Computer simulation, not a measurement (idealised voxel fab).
process module | voxel transistor to metal
Section cut is 290 nm wide and gridded with 5 nm square cells.
How to read a cross-section here: the picture is a grid of square cells, written as bands going from the top down, and any band can span one or more rows of cells.
First you get the band's top height and its bottom height, in nm, and then the materials it's made of, left to right, with each width in nm. If you see a single material with "all across", that one covers the band edge to edge. "blank" is empty space.
Heights are reckoned from 0. Under this level, the received wafer is all of one material. The bottommost band is open-ended downward, for example "0 down".
Width spec "30->40" -> top row of cells at first value, bottom row at second value, equal per-row change in between.
"same as before" (step): cross-section cells unchanged, all of them.
Any empty space of 8 cells or more lacking an open way to the top shows up in "Enclosed internal voids" as width x height at distance, distance from the left edge, in nm.
Formally, on a step line, whatever follows the settings is a remark that the simulator itself makes on the step.
The line of a step may include "overlay nm". On a step with a mask, this value is how far to the right of its planned place the mask lay. A negative value means the mask lay to the left.
Reading key. Pairs: pre-step and post-step cross-section, one process step apart; post-step view only to lowest changed band. Step between + settings: beneath pair. Runs: pairs may be from different runs of this module, same starting wafer. Continuation from pair above: only where "Pre-processing view" entry says.

## Pre-processing view
> 25 to 10 = SiO2: 25, then blank: 15, then SiO2: 65, then blank: 15, then SiO2: 45, then blank: 15, then SiO2: 65, then blank: 15, then SiO2: 30
> 10 to 0 = SiO2: 25, then blank: 10, then nSi: 20, then SiN: 5, then HfO2: 5, then TiN: 5, then W: 5, then TiN: 5, then HfO2: 5, then SiN: 5, then nSi: 20, then blank: 10, then SiO2: 45, then blank: 10, then nSi: 20, then SiN: 5, then HfO2: 5, then TiN: 5, then W: 5, then TiN: 5, then HfO2: 5, then SiN: 5, then nSi: 20, then blank: 10, then SiO2: 30
> 0 to -5 = SiO2: 25, then blank: 10, then nSi: 20, then SiN: 5, then HfO2: 5, then TiN: 15, then HfO2: 5, then SiN: 5, then nSi: 20, then blank: 10, then SiO2: 45, then blank: 10, then nSi: 20, then SiN: 5, then HfO2: 5, then TiN: 15, then HfO2: 5, then SiN: 5, then nSi: 20, then blank: 10, then SiO2: 30
> -5 to -10 = SiO2: 10, then nSi: 45, then HfO2: 35, then nSi: 45, then SiO2: 15, then nSi: 45, then HfO2: 35, then nSi: 45, then SiO2: 15
> -10 to -25 = SiO2: 15, then nSi: 40, then Si: 35, then nSi: 40, then SiO2: 25, then nSi: 40, then Si: 35, then nSi: 40, then SiO2: 20
> -25 to -45 = SiO2: 15, then Si: 115, then SiO2: 25, then Si: 115, then SiO2: 20
> -45 down = Si all across
> Enclosed internal voids: none

## Sectional Result
> 30 to 25 = TiN: 30, then blank: 5, then TiN: 75, then blank: 5, then TiN: 55, then blank: 5, then TiN: 75, then blank: 5, then TiN: 35
> 25 to 15 = SiO2: 25, then TiN: 5, then blank: 5, then TiN: 5, then SiO2: 65, then TiN: 5, then blank: 5, then TiN: 5, then SiO2: 45, then TiN: 5, then blank: 5, then TiN: 5, then SiO2: 65, then TiN: 5, then blank: 5, then TiN: 5, then SiO2: 30
> 15 to 10 = SiO2: 25, then TiN: 15, then SiO2: 65, then TiN: 15, then SiO2: 45, then TiN: 15, then SiO2: 65, then TiN: 15, then SiO2: 30
> 10 to 0 = SiO2: 25, then TiN: 10, then nSi: 20, then SiN: 5, then HfO2: 5, then TiN: 5, then W: 5, then TiN: 5, then HfO2: 5, then SiN: 5, then nSi: 20, then TiN: 10, then SiO2: 45, then TiN: 10, then nSi: 20, then SiN: 5, then HfO2: 5, then TiN: 5, then W: 5, then TiN: 5, then HfO2: 5, then SiN: 5, then nSi: 20, then TiN: 10, then SiO2: 30
> 0 to -5 = SiO2: 25, then TiN: 10, then nSi: 20, then SiN: 5, then HfO2: 5, then TiN: 15, then HfO2: 5, then SiN: 5, then nSi: 20, then TiN: 10, then SiO2: 45, then TiN: 10, then nSi: 20, then SiN: 5, then HfO2: 5, then TiN: 15, then HfO2: 5, then SiN: 5, then nSi: 20, then TiN: 10, then SiO2: 30
> Below a height of -5, the structure has not been altered.
> Enclosed internal voids: none
What was done to get from the before section above to the after section? CONFORMAL_DEP | material TiN | thk nm 5

Pre-processing view: after-step cross-section of the pair just above applies.

## Sectional Result
> 35 to 30 = Ru all across
> 30 to 25 = TiN: 30, then Ru: 5, then TiN: 75, then Ru: 5, then TiN: 55, then Ru: 5, then TiN: 75, then Ru: 5, then TiN: 35
> 25 to 15 = SiO2: 25, then TiN: 5, then Ru: 5, then TiN: 5, then SiO2: 65, then TiN: 5, then Ru: 5, then TiN: 5, then SiO2: 45, then TiN: 5, then Ru: 5, then TiN: 5, then SiO2: 65, then TiN: 5, then Ru: 5, then TiN: 5, then SiO2: 30
> Below a height of 15, the structure has not been altered.
> Enclosed internal voids: none
What was done to get from the before section above to the after section? FILL_DEP | material Ru | thk nm 5

Pre-processing view: after-step cross-section of the pair just above applies.

## Sectional Result
> 25 to 15 = SiO2: 25, then TiN: 5, then Ru: 5, then TiN: 5, then SiO2: 65, then TiN: 5, then Ru: 5, then TiN: 5, then SiO2: 45, then TiN: 5, then Ru: 5, then TiN: 5, then SiO2: 65, then TiN: 5, then Ru: 5, then TiN: 5, then SiO2: 30
> Below a height of 15, the structure has not been altered.
> Enclosed internal voids: none
What was done to get from the before section above to the after section? CMP | height nm 25

Pre-processing view: after-step cross-section of the pair just above applies.

## Sectional Result
> 30 to 25 = SiN all across
> Below a height of 25, the structure has not been altered.
> Enclosed internal voids: none
What was done to get from the before section above to the after section? CONFORMAL_DEP | material SiN | thk nm 5

Pre-processing view: after-step cross-section of the pair just above applies.

## Sectional Result
> 50 to 30 = SiO2 all across
> Below a height of 30, the structure has not been altered.
> Enclosed internal voids: none
What was done to get from the before section above to the after section? DIRECTIONAL_DEP | material SiO2 | thk nm 20

Pre-processing view: after-step cross-section of the pair just above applies.

## Sectional Result
> 60 to 50 = aC all across
> Below a height of 50, the structure has not been altered.
> Enclosed internal voids: none
What was done to get from the before section above to the after section? DIRECTIONAL_DEP | material aC | thk nm 10

Pre-processing view: after-step cross-section of the pair just above applies.

## Sectional Result
> 90 to 60 = resist: 25, then blank: 15, then resist: 65, then blank: 15, then resist: 45, then blank: 15, then resist: 65, then blank: 15, then resist: 30
> Below a height of 60, the structure has not been altered.
> Enclosed internal voids: none
What was done to get from the before section above to the after section? PATTERN | tone open | mask id METAL_1 | material resist | width nm 15 | thk nm 30 | overlay nm 0

Pre-processing view: after-step cross-section of the pair just above applies.

## Sectional Result
> 80 to 60 = resist: 25, then blank: 15, then resist: 65, then blank: 15, then resist: 45, then blank: 15, then resist: 65, then blank: 15, then resist: 30
> 60 to 50 = aC: 25, then blank: 15, then aC: 65, then blank: 15, then aC: 45, then blank: 15, then aC: 65, then blank: 15, then aC: 30
> Below a height of 50, the structure has not been altered.
> Enclosed internal voids: none
What was done to get from the before section above to the after section? DIRECTIONAL_ETCH | etch materials aC | depth nm 10

Pre-processing view: after-step cross-section of the pair just above applies.

## Sectional Result
> 60 to 50 = aC: 25, then blank: 15, then aC: 65, then blank: 15, then aC: 45, then blank: 15, then aC: 65, then blank: 15, then aC: 30
> Below a height of 50, the structure has not been altered.
> Enclosed internal voids: none
What was done to get from the before section above to the after section? STRIP | etch materials resist

Pre-processing view: after-step cross-section of the pair just above applies.

## Sectional Result
> 60 to 50 = aC: 25, then blank: 15, then aC: 65, then blank: 15, then aC: 45, then blank: 15, then aC: 65, then blank: 15, then aC: 30
> 50 to 30 = SiO2: 25, then blank: 15, then SiO2: 65, then blank: 15, then SiO2: 45, then blank: 15, then SiO2: 65, then blank: 15, then SiO2: 30
> Below a height of 30, the structure has not been altered.
> Enclosed internal voids: none
What was done to get from the before section above to the after section? DIRECTIONAL_ETCH | etch materials SiO2 | depth nm 20

Pre-processing view: after-step cross-section of the pair just above applies.

## Sectional Result
> 60 to 50 = aC: 25, then blank: 15, then aC: 65, then blank: 15, then aC: 45, then blank: 15, then aC: 65, then blank: 15, then aC: 30
> 50 to 30 = SiO2: 25, then blank: 15, then SiO2: 65, then blank: 15, then SiO2: 45, then blank: 15, then SiO2: 65, then blank: 15, then SiO2: 30
> 30 to 25 = SiN: 25, then blank: 15, then SiN: 65, then blank: 15, then SiN: 45, then blank: 15, then SiN: 65, then blank: 15, then SiN: 30
> Below a height of 25, the structure has not been altered.
> Enclosed internal voids: none
What was done to get from the before section above to the after section? DIRECTIONAL_ETCH | etch materials SiN | depth nm 5

Pre-processing view: after-step cross-section of the pair just above applies.

## Sectional Result
> 50 to 30 = SiO2: 25, then blank: 15, then SiO2: 65, then blank: 15, then SiO2: 45, then blank: 15, then SiO2: 65, then blank: 15, then SiO2: 30
> Below a height of 30, the structure has not been altered.
> Enclosed internal voids: none
What was done to get from the before section above to the after section? STRIP | etch materials aC

Pre-processing view: after-step cross-section of the pair just above applies.

## Sectional Result
> 55 to 50 = TiN: 30, then blank: 5, then TiN: 75, then blank: 5, then TiN: 55, then blank: 5, then TiN: 75, then blank: 5, then TiN: 35
> 50 to 30 = SiO2: 25, then TiN: 5, then blank: 5, then TiN: 5, then SiO2: 65, then TiN: 5, then blank: 5, then TiN: 5, then SiO2: 45, then TiN: 5, then blank: 5, then TiN: 5, then SiO2: 65, then TiN: 5, then blank: 5, then TiN: 5, then SiO2: 30
> 30 to 25 = SiN: 25, then TiN: 15, then SiN: 65, then TiN: 15, then SiN: 45, then TiN: 15, then SiN: 65, then TiN: 15, then SiN: 30
> Below a height of 25, the structure has not been altered.
> Enclosed internal voids: none
What was done to get from the before section above to the after section? CONFORMAL_DEP | material TiN | thk nm 5

Pre-processing view: after-step cross-section of the pair just above applies.

## Sectional Result
> 60 to 55 = Cu all across
> 55 to 50 = TiN: 30, then Cu: 5, then TiN: 75, then Cu: 5, then TiN: 55, then Cu: 5, then TiN: 75, then Cu: 5, then TiN: 35
> 50 to 30 = SiO2: 25, then TiN: 5, then Cu: 5, then TiN: 5, then SiO2: 65, then TiN: 5, then Cu: 5, then TiN: 5, then SiO2: 45, then TiN: 5, then Cu: 5, then TiN: 5, then SiO2: 65, then TiN: 5, then Cu: 5, then TiN: 5, then SiO2: 30
> Below a height of 30, the structure has not been altered.
> Enclosed internal voids: none
What was done to get from the before section above to the after section? FILL_DEP | material Cu | thk nm 5

Pre-processing view: after-step cross-section of the pair just above applies.

## Sectional Result
> 50 to 30 = SiO2: 25, then TiN: 5, then Cu: 5, then TiN: 5, then SiO2: 65, then TiN: 5, then Cu: 5, then TiN: 5, then SiO2: 45, then TiN: 5, then Cu: 5, then TiN: 5, then SiO2: 65, then TiN: 5, then Cu: 5, then TiN: 5, then SiO2: 30
> Below a height of 30, the structure has not been altered.
> Enclosed internal voids: none
What was done to get from the before section above to the after section? CMP | height nm 50

Pre-processing view: after-step cross-section of the pair just above applies.

## Sectional Result
> 55 to 50 = blank: 20, then Ru: 25, then blank: 55, then Ru: 25, then blank: 35, then Ru: 25, then blank: 55, then Ru: 25, then blank: 25
> Below a height of 50, the structure has not been altered.
> Enclosed internal voids: none
What was done to get from the before section above to the after section? EPI | material Ru | thk nm 5

Pre-processing view: after-step cross-section of the pair just above applies.

## Sectional Result
> 60 to 55 = SiCN all across
> 55 to 50 = SiCN: 20, then Ru: 25, then SiCN: 55, then Ru: 25, then SiCN: 35, then Ru: 25, then SiCN: 55, then Ru: 25, then SiCN: 25
> Below a height of 50, the structure has not been altered.
> Enclosed internal voids: none
What was done to get from the before section above to the after section? FILL_DEP | material SiCN | thk nm 5

## Pre-processing view
> 25 to 10 = SiO2 all across
> 10 to 0 = SiO2: 35, then nSi: 20, then SiN: 5, then HfO2: 5, then TiN: 5, then W: 5, then TiN: 5, then HfO2: 5, then SiN: 5, then nSi: 20, then SiO2: 65, then nSi: 20, then SiN: 5, then HfO2: 5, then TiN: 5, then W: 5, then TiN: 5, then HfO2: 5, then SiN: 5, then nSi: 20, then SiO2: 40
> 0 to -5 = SiO2: 35, then nSi: 20, then SiN: 5, then HfO2: 5, then TiN: 15, then HfO2: 5, then SiN: 5, then nSi: 20, then SiO2: 65, then nSi: 20, then SiN: 5, then HfO2: 5, then TiN: 15, then HfO2: 5, then SiN: 5, then nSi: 20, then SiO2: 40
> -5 to -10 = SiO2: 10, then nSi: 45, then HfO2: 35, then nSi: 45, then SiO2: 15, then nSi: 45, then HfO2: 35, then nSi: 45, then SiO2: 15
> -10 to -25 = SiO2: 15, then nSi: 40, then Si: 35, then nSi: 40, then SiO2: 25, then nSi: 40, then Si: 35, then nSi: 40, then SiO2: 20
> -25 to -40 = SiO2: 15, then Si: 115, then SiO2: 25, then Si: 115, then SiO2: 20
> -40 down = Si all across
> Enclosed internal voids: none

## Sectional Result
> 25 to 10 = SiO2: 20, then blank: 25, then SiO2: 55, then blank: 25, then SiO2: 35, then blank: 25, then SiO2: 55, then blank: 25, then SiO2: 25
> 10 to 0 = SiO2: 20, then blank: 15, then nSi: 20, then SiN: 5, then HfO2: 5, then TiN: 5, then W: 5, then TiN: 5, then HfO2: 5, then SiN: 5, then nSi: 20, then blank: 15, then SiO2: 35, then blank: 15, then nSi: 20, then SiN: 5, then HfO2: 5, then TiN: 5, then W: 5, then TiN: 5, then HfO2: 5, then SiN: 5, then nSi: 20, then blank: 15, then SiO2: 25
> 0 to -5 = SiO2: 20, then blank: 15, then nSi: 20, then SiN: 5, then HfO2: 5, then TiN: 15, then HfO2: 5, then SiN: 5, then nSi: 20, then blank: 15, then SiO2: 35, then blank: 15, then nSi: 20, then SiN: 5, then HfO2: 5, then TiN: 15, then HfO2: 5, then SiN: 5, then nSi: 20, then blank: 15, then SiO2: 25
> Below a height of -5, the structure has not been altered.
> Enclosed internal voids: none
What was done to get from the before section above to the after section? MASKED_ETCH | tone open | mask id CONTACT | width nm 25 | etch materials SiO2 | depth nm 30 | overlay nm 0

Pre-processing view: after-step cross-section of the pair just above applies.

## Sectional Result
> 30 to 25 = TiN: 25, then blank: 15, then TiN: 65, then blank: 15, then TiN: 45, then blank: 15, then TiN: 65, then blank: 15, then TiN: 30
> 25 to 15 = SiO2: 20, then TiN: 5, then blank: 15, then TiN: 5, then SiO2: 55, then TiN: 5, then blank: 15, then TiN: 5, then SiO2: 35, then TiN: 5, then blank: 15, then TiN: 5, then SiO2: 55, then TiN: 5, then blank: 15, then TiN: 5, then SiO2: 25
> 15 to 10 = SiO2: 20, then TiN: 5, then blank: 5, then TiN: 15, then SiO2: 55, then TiN: 15, then blank: 5, then TiN: 5, then SiO2: 35, then TiN: 5, then blank: 5, then TiN: 15, then SiO2: 55, then TiN: 15, then blank: 5, then TiN: 5, then SiO2: 25
> 10 to 0 = SiO2: 20, then TiN: 5, then blank: 5, then TiN: 5, then nSi: 20, then SiN: 5, then HfO2: 5, then TiN: 5, then W: 5, then TiN: 5, then HfO2: 5, then SiN: 5, then nSi: 20, then TiN: 5, then blank: 5, then TiN: 5, then SiO2: 35, then TiN: 5, then blank: 5, then TiN: 5, then nSi: 20, then SiN: 5, then HfO2: 5, then TiN: 5, then W: 5, then TiN: 5, then HfO2: 5, then SiN: 5, then nSi: 20, then TiN: 5, then blank: 5, then TiN: 5, then SiO2: 25
> 0 to -5 = SiO2: 20, then TiN: 15, then nSi: 20, then SiN: 5, then HfO2: 5, then TiN: 15, then HfO2: 5, then SiN: 5, then nSi: 20, then TiN: 15, then SiO2: 35, then TiN: 15, then nSi: 20, then SiN: 5, then HfO2: 5, then TiN: 15, then HfO2: 5, then SiN: 5, then nSi: 20, then TiN: 15, then SiO2: 25
> Below a height of -5, the structure has not been altered.
> Enclosed internal voids: none
What was done to get from the before section above to the after section? CONFORMAL_DEP | material TiN | thk nm 5

Pre-processing view: after-step cross-section of the pair just above applies.

## Sectional Result
> 35 to 30 = Ru all across
> 30 to 25 = TiN: 25, then Ru: 15, then TiN: 65, then Ru: 15, then TiN: 45, then Ru: 15, then TiN: 65, then Ru: 15, then TiN: 30
> 25 to 15 = SiO2: 20, then TiN: 5, then Ru: 15, then TiN: 5, then SiO2: 55, then TiN: 5, then Ru: 15, then TiN: 5, then SiO2: 35, then TiN: 5, then Ru: 15, then TiN: 5, then SiO2: 55, then TiN: 5, then Ru: 15, then TiN: 5, then SiO2: 25
> 15 to 10 = SiO2: 20, then TiN: 5, then Ru: 5, then TiN: 15, then SiO2: 55, then TiN: 15, then Ru: 5, then TiN: 5, then SiO2: 35, then TiN: 5, then Ru: 5, then TiN: 15, then SiO2: 55, then TiN: 15, then Ru: 5, then TiN: 5, then SiO2: 25
> 10 to 0 = SiO2: 20, then TiN: 5, then Ru: 5, then TiN: 5, then nSi: 20, then SiN: 5, then HfO2: 5, then TiN: 5, then W: 5, then TiN: 5, then HfO2: 5, then SiN: 5, then nSi: 20, then TiN: 5, then Ru: 5, then TiN: 5, then SiO2: 35, then TiN: 5, then Ru: 5, then TiN: 5, then nSi: 20, then SiN: 5, then HfO2: 5, then TiN: 5, then W: 5, then TiN: 5, then HfO2: 5, then SiN: 5, then nSi: 20, then TiN: 5, then Ru: 5, then TiN: 5, then SiO2: 25
> Below a height of 0, the structure has not been altered.
> Enclosed internal voids: none
What was done to get from the before section above to the after section? FILL_DEP | material Ru | thk nm 5

Pre-processing view: after-step cross-section of the pair just above applies.

## Sectional Result
> 25 to 15 = SiO2: 20, then TiN: 5, then Ru: 15, then TiN: 5, then SiO2: 55, then TiN: 5, then Ru: 15, then TiN: 5, then SiO2: 35, then TiN: 5, then Ru: 15, then TiN: 5, then SiO2: 55, then TiN: 5, then Ru: 15, then TiN: 5, then SiO2: 25
> Below a height of 15, the structure has not been altered.
> Enclosed internal voids: none
What was done to get from the before section above to the after section? CMP | height nm 25

Pre-processing view: after-step cross-section of the pair just above applies.

## Sectional Result
> 30 to 25 = SiN all across
> Below a height of 25, the structure has not been altered.
> Enclosed internal voids: none
What was done to get from the before section above to the after section? CONFORMAL_DEP | material SiN | thk nm 5

Pre-processing view: after-step cross-section of the pair just above applies.

## Sectional Result
> 50 to 30 = SiO2 all across
> Below a height of 30, the structure has not been altered.
> Enclosed internal voids: none
What was done to get from the before section above to the after section? DIRECTIONAL_DEP | material SiO2 | thk nm 20

Pre-processing view: after-step cross-section of the pair just above applies.

## Sectional Result
> 60 to 50 = aC all across
> Below a height of 50, the structure has not been altered.
> Enclosed internal voids: none
What was done to get from the before section above to the after section? DIRECTIONAL_DEP | material aC | thk nm 10

Pre-processing view: after-step cross-section of the pair just above applies.

## Sectional Result
> 90 to 60 = resist: 25, then blank: 15, then resist: 65, then blank: 15, then resist: 45, then blank: 15, then resist: 65, then blank: 15, then resist: 30
> Below a height of 60, the structure has not been altered.
> Enclosed internal voids: none
What was done to get from the before section above to the after section? PATTERN | tone open | mask id METAL_1 | material resist | width nm 15 | thk nm 30 | overlay nm 0

Pre-processing view: after-step cross-section of the pair just above applies.

## Sectional Result
> 80 to 60 = resist: 25, then blank: 15, then resist: 65, then blank: 15, then resist: 45, then blank: 15, then resist: 65, then blank: 15, then resist: 30
> 60 to 50 = aC: 25, then blank: 15, then aC: 65, then blank: 15, then aC: 45, then blank: 15, then aC: 65, then blank: 15, then aC: 30
> Below a height of 50, the structure has not been altered.
> Enclosed internal voids: none
What was done to get from the before section above to the after section? DIRECTIONAL_ETCH | etch materials aC | depth nm 10

Pre-processing view: after-step cross-section of the pair just above applies.

## Sectional Result
> 60 to 50 = aC: 25, then blank: 15, then aC: 65, then blank: 15, then aC: 45, then blank: 15, then aC: 65, then blank: 15, then aC: 30
> Below a height of 50, the structure has not been altered.
> Enclosed internal voids: none
What was done to get from the before section above to the after section? STRIP | etch materials resist

Pre-processing view: after-step cross-section of the pair just above applies.

## Sectional Result
> 60 to 50 = aC: 25, then blank: 15, then aC: 65, then blank: 15, then aC: 45, then blank: 15, then aC: 65, then blank: 15, then aC: 30
> 50 to 30 = SiO2: 25, then blank: 15, then SiO2: 65, then blank: 15, then SiO2: 45, then blank: 15, then SiO2: 65, then blank: 15, then SiO2: 30
> Below a height of 30, the structure has not been altered.
> Enclosed internal voids: none
What was done to get from the before section above to the after section? DIRECTIONAL_ETCH | etch materials SiO2 | depth nm 20

Pre-processing view: after-step cross-section of the pair just above applies.

## Sectional Result
> 60 to 50 = aC: 25, then blank: 15, then aC: 65, then blank: 15, then aC: 45, then blank: 15, then aC: 65, then blank: 15, then aC: 30
> 50 to 30 = SiO2: 25, then blank: 15, then SiO2: 65, then blank: 15, then SiO2: 45, then blank: 15, then SiO2: 65, then blank: 15, then SiO2: 30
> 30 to 25 = SiN: 25, then blank: 15, then SiN: 65, then blank: 15, then SiN: 45, then blank: 15, then SiN: 65, then blank: 15, then SiN: 30
> Below a height of 25, the structure has not been altered.
> Enclosed internal voids: none
What was done to get from the before section above to the after section? DIRECTIONAL_ETCH | etch materials SiN | depth nm 5

Pre-processing view: after-step cross-section of the pair just above applies.

## Sectional Result
> 50 to 30 = SiO2: 25, then blank: 15, then SiO2: 65, then blank: 15, then SiO2: 45, then blank: 15, then SiO2: 65, then blank: 15, then SiO2: 30
> Below a height of 30, the structure has not been altered.
> Enclosed internal voids: none
What was done to get from the before section above to the after section? STRIP | etch materials aC

Pre-processing view: after-step cross-section of the pair just above applies.

## Sectional Result
> 55 to 50 = TiN: 30, then blank: 5, then TiN: 75, then blank: 5, then TiN: 55, then blank: 5, then TiN: 75, then blank: 5, then TiN: 35
> 50 to 30 = SiO2: 25, then TiN: 5, then blank: 5, then TiN: 5, then SiO2: 65, then TiN: 5, then blank: 5, then TiN: 5, then SiO2: 45, then TiN: 5, then blank: 5, then TiN: 5, then SiO2: 65, then TiN: 5, then blank: 5, then TiN: 5, then SiO2: 30
> 30 to 25 = SiN: 25, then TiN: 15, then SiN: 65, then TiN: 15, then SiN: 45, then TiN: 15, then SiN: 65, then TiN: 15, then SiN: 30
> Below a height of 25, the structure has not been altered.
> Enclosed internal voids: none
What was done to get from the before section above to the after section? CONFORMAL_DEP | material TiN | thk nm 5

Pre-processing view: after-step cross-section of the pair just above applies.

## Sectional Result
> 60 to 55 = Cu all across
> 55 to 50 = TiN: 30, then Cu: 5, then TiN: 75, then Cu: 5, then TiN: 55, then Cu: 5, then TiN: 75, then Cu: 5, then TiN: 35
> 50 to 30 = SiO2: 25, then TiN: 5, then Cu: 5, then TiN: 5, then SiO2: 65, then TiN: 5, then Cu: 5, then TiN: 5, then SiO2: 45, then TiN: 5, then Cu: 5, then TiN: 5, then SiO2: 65, then TiN: 5, then Cu: 5, then TiN: 5, then SiO2: 30
> Below a height of 30, the structure has not been altered.
> Enclosed internal voids: none
What was done to get from the before section above to the after section? FILL_DEP | material Cu | thk nm 5

Pre-processing view: after-step cross-section of the pair just above applies.

## Sectional Result
> 50 to 30 = SiO2: 25, then TiN: 5, then Cu: 5, then TiN: 5, then SiO2: 65, then TiN: 5, then Cu: 5, then TiN: 5, then SiO2: 45, then TiN: 5, then Cu: 5, then TiN: 5, then SiO2: 65, then TiN: 5, then Cu: 5, then TiN: 5, then SiO2: 30
> Below a height of 30, the structure has not been altered.
> Enclosed internal voids: none
What was done to get from the before section above to the after section? CMP | height nm 50

Pre-processing view: after-step cross-section of the pair just above applies.

## Sectional Result
> 55 to 50 = blank: 20, then Ru: 25, then blank: 55, then Ru: 25, then blank: 35, then Ru: 25, then blank: 55, then Ru: 25, then blank: 25
> Below a height of 50, the structure has not been altered.
> Enclosed internal voids: none
What was done to get from the before section above to the after section? EPI | material Ru | thk nm 5

Pre-processing view: after-step cross-section of the pair just above applies.

## Sectional Result
> 60 to 55 = SiCN all across
> 55 to 50 = SiCN: 20, then Ru: 25, then SiCN: 55, then Ru: 25, then SiCN: 35, then Ru: 25, then SiCN: 55, then Ru: 25, then SiCN: 25
> Below a height of 50, the structure has not been altered.
> Enclosed internal voids: none
What was done to get from the before section above to the after section? FILL_DEP | material SiCN | thk nm 5

## Pre-processing view
> 30 to 15 = SiCN all across
> 15 to -5 = polySi all across
> -5 to -10 = SiO2 all across
> -10 to -40 = SiO2: 15, then Si: 115, then SiO2: 25, then Si: 115, then SiO2: 20
> -40 down = Si all across
> Enclosed internal voids: none

## Sectional Result
> 45 to 30 = blank: 50, then resist: 25, then blank: 115, then resist: 25, then blank: 75
> Below a height of 30, the structure has not been altered.
> Enclosed internal voids: none
What was done to get from the before section above to the after section? PATTERN | tone cover | mask id GATE | material resist | width nm 25 | pitch nm 140 | thk nm 15 | overlay nm -10

Pre-processing view: after-step cross-section of the pair just above applies.

## Sectional Result
> 45 to 30 = blank: 50, then resist: 25, then blank: 115, then resist: 25, then blank: 75
> 30 to 15 = blank: 50, then SiCN: 25, then blank: 115, then SiCN: 25, then blank: 75
> Below a height of 15, the structure has not been altered.
> Enclosed internal voids: none
What was done to get from the before section above to the after section? DIRECTIONAL_ETCH | etch materials SiCN | depth nm 25

Pre-processing view: after-step cross-section of the pair just above applies.

## Sectional Result
> 45 to 30 = blank: 50, then resist: 25, then blank: 115, then resist: 25, then blank: 75
> 30 to 15 = blank: 50, then SiCN: 25, then blank: 115, then SiCN: 25, then blank: 75
> 15 to -5 = blank: 50, then polySi: 25, then blank: 115, then polySi: 25, then blank: 75
> Below a height of -5, the structure has not been altered.
> Enclosed internal voids: none
What was done to get from the before section above to the after section? DIRECTIONAL_ETCH | etch materials polySi | depth nm 30

Pre-processing view: after-step cross-section of the pair just above applies.

## Sectional Result
> 30 to 15 = blank: 50, then SiCN: 25, then blank: 115, then SiCN: 25, then blank: 75
> Below a height of 15, the structure has not been altered.
> Enclosed internal voids: none
What was done to get from the before section above to the after section? STRIP | etch materials resist

Pre-processing view: after-step cross-section of the pair just above applies.

## Sectional Result
> 35 to 30 = blank: 45, then SiN: 35, then blank: 105, then SiN: 35, then blank: 70
> 30 to 15 = blank: 45, then SiN: 5, then SiCN: 25, then SiN: 5, then blank: 105, then SiN: 5, then SiCN: 25, then SiN: 5, then blank: 70
> 15 to 0 = blank: 45, then SiN: 5, then polySi: 25, then SiN: 5, then blank: 105, then SiN: 5, then polySi: 25, then SiN: 5, then blank: 70
> 0 to -5 = SiN: 50, then polySi: 25, then SiN: 115, then polySi: 25, then SiN: 75
> Below a height of -5, the structure has not been altered.
> Enclosed internal voids: none
What was done to get from the before section above to the after section? CONFORMAL_DEP | material SiN | thk nm 5

Pre-processing view: after-step cross-section of the pair just above applies.

## Sectional Result
> 30 to 15 = blank: 45, then SiN: 5, then SiCN: 25, then SiN: 5, then blank: 105, then SiN: 5, then SiCN: 25, then SiN: 5, then blank: 70
> 15 to -5 = blank: 45, then SiN: 5, then polySi: 25, then SiN: 5, then blank: 105, then SiN: 5, then polySi: 25, then SiN: 5, then blank: 70
> Below a height of -5, the structure has not been altered.
> Enclosed internal voids: none
What was done to get from the before section above to the after section? DIRECTIONAL_ETCH | etch materials SiN | depth nm 5

Pre-processing view: after-step cross-section of the pair just above applies.

## Sectional Result
> 30 to 15 = blank: 45, then SiN: 5, then SiCN: 25, then SiN: 5, then blank: 105, then SiN: 5, then SiCN: 25, then SiN: 5, then blank: 70
> 15 to -5 = blank: 45, then SiN: 5, then polySi: 25, then SiN: 5, then blank: 105, then SiN: 5, then polySi: 25, then SiN: 5, then blank: 70
> -5 to -10 = blank: 45, then SiO2: 35, then blank: 105, then SiO2: 35, then blank: 70
> Below a height of -10, the structure has not been altered.
> Enclosed internal voids: none
What was done to get from the before section above to the after section? DIRECTIONAL_ETCH | etch materials SiO2 | depth nm 5

Pre-processing view: after-step cross-section of the pair just above applies.

## Sectional Result
> 30 to 15 = blank: 45, then SiN: 5, then SiCN: 25, then SiN: 5, then blank: 105, then SiN: 5, then SiCN: 25, then SiN: 5, then blank: 70
> 15 to -5 = blank: 45, then SiN: 5, then polySi: 25, then SiN: 5, then blank: 105, then SiN: 5, then polySi: 25, then SiN: 5, then blank: 70
> -5 to -10 = blank: 45, then SiO2: 35, then blank: 105, then SiO2: 35, then blank: 70
> -10 to -25 = SiO2: 15, then blank: 30, then Si: 35, then blank: 50, then SiO2: 25, then blank: 30, then Si: 35, then blank: 50, then SiO2: 20
> Below a height of -25, the structure has not been altered.
> Enclosed internal voids: none
What was done to get from the before section above to the after section? DIRECTIONAL_ETCH | etch materials Si | depth nm 15

Pre-processing view: after-step cross-section of the pair just above applies.

## Sectional Result
> 30 to 15 = blank: 45, then SiN: 5, then SiCN: 25, then SiN: 5, then blank: 105, then SiN: 5, then SiCN: 25, then SiN: 5, then blank: 70
> 15 to 10 = blank: 45, then SiN: 5, then polySi: 25, then SiN: 5, then blank: 105, then SiN: 5, then polySi: 25, then SiN: 5, then blank: 70
> 10 to -5 = blank: 25, then nSi: 20, then SiN: 5, then polySi: 25, then SiN: 5, then nSi: 20, then blank: 65, then nSi: 20, then SiN: 5, then polySi: 25, then SiN: 5, then nSi: 20, then blank: 50
> -5 to -10 = blank: 10, then nSi: 35, then SiO2: 35, then nSi: 55, then blank: 15, then nSi: 35, then SiO2: 35, then nSi: 55, then blank: 15
> -10 to -25 = SiO2: 15, then nSi: 30, then Si: 35, then nSi: 50, then SiO2: 25, then nSi: 30, then Si: 35, then nSi: 50, then SiO2: 20
> Below a height of -25, the structure has not been altered.
> Enclosed internal voids: none
What was done to get from the before section above to the after section? EPI | material nSi | thk nm 20

Pre-processing view: after-step cross-section of the pair just above applies.

## Sectional Result
> 40 to 30 = SiO2 all across
> 30 to 15 = SiO2: 45, then SiN: 5, then SiCN: 25, then SiN: 5, then SiO2: 105, then SiN: 5, then SiCN: 25, then SiN: 5, then SiO2: 70
> 15 to 10 = SiO2: 45, then SiN: 5, then polySi: 25, then SiN: 5, then SiO2: 105, then SiN: 5, then polySi: 25, then SiN: 5, then SiO2: 70
> 10 to -5 = SiO2: 25, then nSi: 20, then SiN: 5, then polySi: 25, then SiN: 5, then nSi: 20, then SiO2: 65, then nSi: 20, then SiN: 5, then polySi: 25, then SiN: 5, then nSi: 20, then SiO2: 50
> -5 to -10 = SiO2: 10, then nSi: 35, then SiO2: 35, then nSi: 55, then SiO2: 15, then nSi: 35, then SiO2: 35, then nSi: 55, then SiO2: 15
> Below a height of -10, the structure has not been altered.
> Enclosed internal voids: none
What was done to get from the before section above to the after section? FILL_DEP | material SiO2 | thk nm 10
